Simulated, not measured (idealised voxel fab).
Process module under the name voxel lift off
The figure presents cross-section cut, which has a width of 295 nm and is divided into square cells with an edge length of 5 nm.
Cross-section spec: square-cell grid; bands listed top down; each band is one or more rows.
Top height, bottom height, nm. Materials left to right, width each, nm. Single material + "full width" = fills band edge to edge. "air" = empty.
Heights from 0 (as-received wafer is one material below). Bottom band endless downward, as "0 and below".
Quick explanation for "30->40": the width changes in equal steps down the rows of cells, from the first number in the band's top row to the second number in its bottom row.
Basically "no change occurred" means that step didn't change any cell in the cross-section.
The label "Fully closed voids" introduces a list of the empty spaces, 8 cells or larger, that have no open way up to the top; each entry in it reads width x height at distance, where the distance is taken from the left edge and all three are stated in nm.
Anything after a step's settings on that line? It's the simulator's own note about the step.
A step's line can hold "overlay nm"; with a mask on that step, the setting says how far right of the planned place the mask lay, while a negative setting says it lay to the left.

**The process steps that were planned are listed below**
1,RECEIVE, material Si
2,CONFORMAL_DEP, material SiN, thk nm 5
3,PATTERN, tone open, mask id LINES, material resist, width nm 30, pitch nm 50, thk nm 20, overlay nm 0
4,DIRECTIONAL_DEP, material Ru, thk nm 10
5,STRIP, etch materials resist
6,CONFORMAL_DEP, material SiN, thk nm 10

**Step 1 complete: cross-section of the wafer as received**
    0 and below = Si full width
    Fully closed voids: none

**The first of two wafers, cross-sectioned at the end of the module, with the run proceeding as planned**
    25 down to 15 = air (45) / SiN (200) / air (50)
    15 down to 5 = SiN (55) / Ru (30) / SiN (20) / Ru (30) / SiN (20) / Ru (30) / SiN (20) / Ru (30) / SiN (60)
    5 down to 0 = SiN full width
    0 and below = Si full width
    Fully closed voids: none

**Same start, same plan as the first wafer - but one mistake in the run. Cross-section of the second of the two at the end of the module**
    25 down to 15 = air (45) / SiN (200) / air (50)
    15 down to 0 = SiN full width
    0 and below = Si full width
    Fully closed voids: none
Which mistake was made when the wafer was run? step 4 went in with a setting other than planned; the actual run was DIRECTIONAL_DEP, material SiN, thk nm 10
At the finish, the second wafer shows more or fewer cells for some materials than the first does: Ru -48; SiN +48
